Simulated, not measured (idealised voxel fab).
voxel capacitor over wiring: a process module
Section shown: cut. Width: 265 nm. Cell size: 5 nm, square.
The cross-sections in this document take the form of a grid made of square cells. They are written out as bands, in order from top to bottom. Each band consists of one or more rows of cells. First you get the band's top height and its bottom height, in nm, and then the materials it's made of, left to right, with each width in nm. If you see a single material with "throughout", that one covers the band edge to edge. "air" is empty space. Beneath 0, the wafer as received is one material, and that level is where height counting begins. The lowest band goes on downward without a bottom; it is written like "0..down". The two numbers in a width such as "30 to 40" mark its ends across the band: the first belongs to the top row of cells, the second to the bottom row, and from each row to the next the width moves by the same amount. "no alteration", as given for a step, is the statement that not any cell of the cross-section underwent a change during that step. Entry "Completely sealed voids" = empty spaces >= 8 cells with no open way to the top; each as width x height at distance, distance from left edge, all nm. Post-settings text on a step line: simulator's own remark regarding the step. overlay nm, on a step with a mask: how far to the right of its planned place the mask lay; to the left if negative.
Below is the list of planned process steps:
1,RECEIVE, material Si
2,CONFORMAL_DEP, material SiO2, thk nm 10
3,DIRECTIONAL_DEP, material TiN, thk nm 5
4,DIRECTIONAL_DEP, material W, thk nm 25
5,DIRECTIONAL_DEP, material aC, thk nm 10
6,PATTERN, tone cover, mask id METAL_1, material resist, width nm 20, pitch nm 80, thk nm 25, overlay nm 0
7,DIRECTIONAL_ETCH, etch materials aC, depth nm 10
8,STRIP, etch materials resist
9,DIRECTIONAL_ETCH, etch materials W, depth nm 25
10,DIRECTIONAL_ETCH, etch materials TiN, depth nm 5
11,STRIP, etch materials aC
12,CONFORMAL_DEP, material SiCN, thk nm 5
13,FILL_DEP, material SiO2, thk nm 10
14,CMP, height nm 40
15,CONFORMAL_DEP, material SiCN, thk nm 5
16,DIRECTIONAL_DEP, material SiO2, thk nm 20
17,PATTERN, tone open, mask id PLUG_1, material resist, width nm 15, thk nm 20, overlay nm 0
18,DIRECTIONAL_ETCH, etch materials SiO2, depth nm 20
19,DIRECTIONAL_ETCH, etch materials SiCN, depth nm 5
20,STRIP, etch materials resist
21,EPI, material Ru, thk nm 10
22,EPI, material Ru, thk nm 10
23,EPI, material Ru, thk nm 5
24,DIRECTIONAL_DEP, material TiN, thk nm 10
25,DIRECTIONAL_DEP, material Al2O3, thk nm 5
26,DIRECTIONAL_DEP, material TiN, thk nm 10
27,MASKED_ETCH, tone cover, mask id UPPER_PLATE, width nm 65, etch materials TiN, depth nm 10, overlay nm 0
28,MASKED_ETCH, tone cover, mask id UPPER_PLATE, width nm 65, etch materials Al2O3, depth nm 5, overlay nm 0
29,PATTERN, tone cover, mask id LOWER_PLATE, material resist, width nm 75, thk nm 20, overlay nm 0
30,DIRECTIONAL_ETCH, etch materials TiN, depth nm 10
31,STRIP, etch materials resist
32,FILL_DEP, material SiO2, thk nm 20
33,CMP, height nm 105
34,MASKED_ETCH, tone open, mask id PLUG_2, width nm 15, etch materials SiO2, depth nm 15, overlay nm 0
35,CONFORMAL_DEP, material TiN, thk nm 5
36,FILL_DEP, material Ru, thk nm 10
37,CMP, height nm 105
38,CONFORMAL_DEP, material SiN, thk nm 5
The cross-section here shows the wafer as received, i.e. in its state after step 1:
    0..down | Si throughout
    Completely sealed voids: none
Looking at the first of two wafers in cross-section at end of module - ran to plan:
    110..105 | SiN throughout
    105..95 | SiO2=95, then TiN=5, then Ru=5, then TiN=5, then SiO2=155
    95..90 | SiO2=95, then TiN=15, then SiO2=155
    90..80 | SiO2=85, then TiN=65, then SiO2=115
    80..75 | SiO2=85, then Al2O3=65, then SiO2=115
    75..65 | SiO2=80, then TiN=75, then SiO2=110
    65..45 | SiO2=85, then Ru=15, then SiO2=165
    45..40 | SiCN=85, then Ru=15, then SiCN=165
    40..15 | SiO2=75, then SiCN=5, then W=20, then SiCN=5, then SiO2=50, then SiCN=5, then W=20, then SiCN=5, then SiO2=80
    15..10 | SiCN=80, then TiN=20, then SiCN=60, then TiN=20, then SiCN=85
    10..0 | SiO2 throughout
    0..down | Si throughout
    Completely sealed voids: none
Presented here is a cross-section of the second of the two wafers as it stood at the end of the module. It was started in the same manner and assigned the same plan as the first wafer; however, one mistake was made in its execution:
    110..105 | SiN throughout
    105..95 | SiO2=95, then TiN=55, then SiO2=115
    95..90 | SiO2=95, then TiN=5, then Al2O3=50, then SiO2=115
    90..80 | SiO2=80, then TiN=5, then SiO2=15, then TiN=55, then SiO2=110
    80..70 | SiO2=85, then TiN=15, then SiO2=165
    70..65 | SiO2=85, then Al2O3=15, then SiO2=165
    65..60 | SiO2=85, then TiN=15, then SiO2=165
    60..55 | SiCN=85, then TiN=15, then SiCN=165
    55..45 | SiO2 throughout
    45..40 | SiO2=75, then SiCN=30, then SiO2=50, then SiCN=30, then SiO2=80
    40..15 | SiO2=75, then SiCN=5, then W=20, then SiCN=5, then SiO2=50, then SiCN=5, then W=20, then SiCN=5, then SiO2=80
    15..10 | SiCN=80, then TiN=20, then SiCN=60, then TiN=20, then SiCN=85
    10..0 | SiO2 throughout
    0..down | Si throughout
    Completely sealed voids: none
Want to know what went wrong? no execution of plan step 14; skipped
In the final state, the cell counts of the second wafer exceed or fall short of those of the first for the following materials: Ru -17 | SiCN +12 | SiO2 +9 | TiN -4
